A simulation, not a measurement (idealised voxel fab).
Title: Process Module voxel capacitor over wiring
cross-section cut | 180 nm wide | cells 5 nm
Think of the cross-section as a grid of square cells. We describe it in bands, top to bottom, and each band covers one or more rows of those cells.
The entry gives the band's vertical extent as a top height and a bottom height in nm, then its horizontal make-up as materials from left to right, each with a width in nm. "blank" stands for empty space; a single material marked "all across" fills the band edge to edge.
The level at which height equals 0 is the one under which the wafer, as it arrives, is entirely one material. No lower edge exists for the bottom band, which continues downward and is notated as in "top 0, no bottom".
So if you see something like "30 to 40" for the width, read it as the top row of the band sitting at the first number and the bottom row at the second, with every row in between moving by the same amount as the last.
"stayed the same" (step): cross-section cells unchanged, all of them.
In the "Closed void roster" entry, you get each enclosed empty space of 8 cells or more, one with no open way to the top, written width x height at distance, distance from the left edge, in nm.
On a step's line, text after the settings is the simulator commenting on that step.
overlay nm: mask offset rightward from planned place, masked step; negative means leftward offset.
Here's what the planned process steps look like
1: RECEIVE (material Si)
2: CONFORMAL_DEP (material SiO2; thk nm 10)
3: DIRECTIONAL_DEP (material TiN; thk nm 5)
4: DIRECTIONAL_DEP (material Ru; thk nm 20)
5: MASKED_ETCH (tone cover; mask id METAL_1; width nm 20; pitch nm 75; etch materials Ru; depth nm 20; overlay nm 0)
6: MASKED_ETCH (tone cover; mask id METAL_1; width nm 20; pitch nm 75; etch materials TiN; depth nm 5; overlay nm -15)
7: CONFORMAL_DEP (material SiN; thk nm 5)
8: FILL_DEP (material SiO2; thk nm 10)
9: CMP (height nm 35)
10: CONFORMAL_DEP (material SiCN; thk nm 5)
11: DIRECTIONAL_DEP (material lowk; thk nm 10)
12: PATTERN (tone open; mask id PLUG_1; material resist; width nm 15; thk nm 15; overlay nm 0)
13: DIRECTIONAL_ETCH (etch materials lowk; depth nm 10)
14: DIRECTIONAL_ETCH (etch materials SiCN; depth nm 5)
15: STRIP (etch materials resist)
16: CONFORMAL_DEP (material TiN; thk nm 5)
17: FILL_DEP (material W; thk nm 10)
18: CMP (height nm 50)
19: DIRECTIONAL_DEP (material TiN; thk nm 5)
20: DIRECTIONAL_DEP (material SiN; thk nm 5)
21: DIRECTIONAL_DEP (material TiN; thk nm 10)
22: PATTERN (tone cover; mask id UPPER_PLATE; material resist; width nm 60; thk nm 15; overlay nm 0)
23: DIRECTIONAL_ETCH (etch materials TiN; depth nm 10)
24: DIRECTIONAL_ETCH (etch materials SiN; depth nm 5)
25: STRIP (etch materials resist)
26: PATTERN (tone cover; mask id LOWER_PLATE; material resist; width nm 70; thk nm 15; overlay nm 0)
27: DIRECTIONAL_ETCH (etch materials TiN; depth nm 5)
28: STRIP (etch materials resist)
29: FILL_DEP (material SiO2; thk nm 15)
30: CMP (height nm 80)
31: PATTERN (tone open; mask id PLUG_2; material resist; width nm 15; thk nm 15; overlay nm 0)
32: DIRECTIONAL_ETCH (etch materials SiO2; depth nm 10)
33: STRIP (etch materials resist)
34: CONFORMAL_DEP (material TiN; thk nm 5)
35: FILL_DEP (material Ru; thk nm 10)
36: CMP (height nm 80)
37: CONFORMAL_DEP (material SiCN; thk nm 5)
The plan shows the overlay nm of step 6 as the first wafer had it; this setting differs between the wafers, which start out alike.
The first of several wafers as received, shown in cross-section; this is its state after step 1
* top 0, no bottom  Si all across
* Closed void roster: none
Depicted here is the first of several wafers in cross-section, at module completion following the last step, step 37
* top 85, bottom 80  SiCN all across
* top 80, bottom 75  55 nm SiO2, then 5 nm TiN, then 5 nm Ru, then 5 nm TiN, then 110 nm SiO2
* top 75, bottom 70  55 nm SiO2, then 15 nm TiN, then 110 nm SiO2
* top 70, bottom 60  45 nm SiO2, then 60 nm TiN, then 75 nm SiO2
* top 60, bottom 55  45 nm SiO2, then 60 nm SiN, then 75 nm SiO2
* top 55, bottom 50  40 nm SiO2, then 70 nm TiN, then 70 nm SiO2
* top 50, bottom 40  45 nm lowk, then 5 nm TiN, then 5 nm W, then 5 nm TiN, then 120 nm lowk
* top 40, bottom 35  45 nm SiCN, then 15 nm TiN, then 120 nm SiCN
* top 35, bottom 20  35 nm SiO2, then 5 nm SiN, then 20 nm Ru, then 5 nm SiN, then 45 nm SiO2, then 5 nm SiN, then 20 nm Ru, then 5 nm SiN, then 40 nm SiO2
* top 20, bottom 15  20 nm SiO2, then 20 nm SiN, then 20 nm Ru, then 5 nm SiN, then 30 nm SiO2, then 20 nm SiN, then 20 nm Ru, then 5 nm SiN, then 40 nm SiO2
* top 15, bottom 10  25 nm SiN, then 35 nm TiN, then 40 nm SiN, then 35 nm TiN, then 45 nm SiN
* top 10, bottom 0  SiO2 all across
* top 0, no bottom  Si all across
* Closed void roster: none
Cross-sectional view of the final wafer of several at the module's end
* top 85, bottom 80  SiCN all across
* top 80, bottom 75  55 nm SiO2, then 5 nm TiN, then 5 nm Ru, then 5 nm TiN, then 110 nm SiO2
* top 75, bottom 70  55 nm SiO2, then 15 nm TiN, then 110 nm SiO2
* top 70, bottom 60  45 nm SiO2, then 60 nm TiN, then 75 nm SiO2
* top 60, bottom 55  45 nm SiO2, then 60 nm SiN, then 75 nm SiO2
* top 55, bottom 50  40 nm SiO2, then 70 nm TiN, then 70 nm SiO2
* top 50, bottom 40  45 nm lowk, then 5 nm TiN, then 5 nm W, then 5 nm TiN, then 120 nm lowk
* top 40, bottom 35  45 nm SiCN, then 15 nm TiN, then 120 nm SiCN
* top 35, bottom 20  35 nm SiO2, then 5 nm SiN, then 20 nm Ru, then 5 nm SiN, then 45 nm SiO2, then 5 nm SiN, then 20 nm Ru, then 5 nm SiN, then 40 nm SiO2
* top 20, bottom 15  35 nm SiO2, then 5 nm SiN, then 20 nm Ru, then 20 nm SiN, then 30 nm SiO2, then 5 nm SiN, then 20 nm Ru, then 20 nm SiN, then 25 nm SiO2
* top 15, bottom 10  40 nm SiN, then 35 nm TiN, then 40 nm SiN, then 35 nm TiN, then 30 nm SiN
* top 10, bottom 0  SiO2 all across
* top 0, no bottom  Si all across
* Closed void roster: none
wafer rows; end of module; cells per material since receipt: (+) gained, (-) lost; then closed voids
overlay nm -15 | +33 Ru | +69 SiCN | +56 SiN | +322 SiO2 | +64 TiN | +2 W | +66 lowk | Closed void roster: none
overlay nm -10 | +33 Ru | +69 SiCN | +56 SiN | +324 SiO2 | +62 TiN | +2 W | +66 lowk | Closed void roster: none
overlay nm -5 | +33 Ru | +69 SiCN | +56 SiN | +326 SiO2 | +60 TiN | +2 W | +66 lowk | Closed void roster: none
overlay nm 0 | +33 Ru | +69 SiCN | +56 SiN | +328 SiO2 | +58 TiN | +2 W | +66 lowk | Closed void roster: none
overlay nm 5 | +33 Ru | +69 SiCN | +56 SiN | +326 SiO2 | +60 TiN | +2 W | +66 lowk | Closed void roster: none
overlay nm 10 | +33 Ru | +69 SiCN | +56 SiN | +324 SiO2 | +62 TiN | +2 W | +66 lowk | Closed void roster: none
overlay nm 15 | +33 Ru | +69 SiCN | +56 SiN | +322 SiO2 | +64 TiN | +2 W | +66 lowk | Closed void roster: none
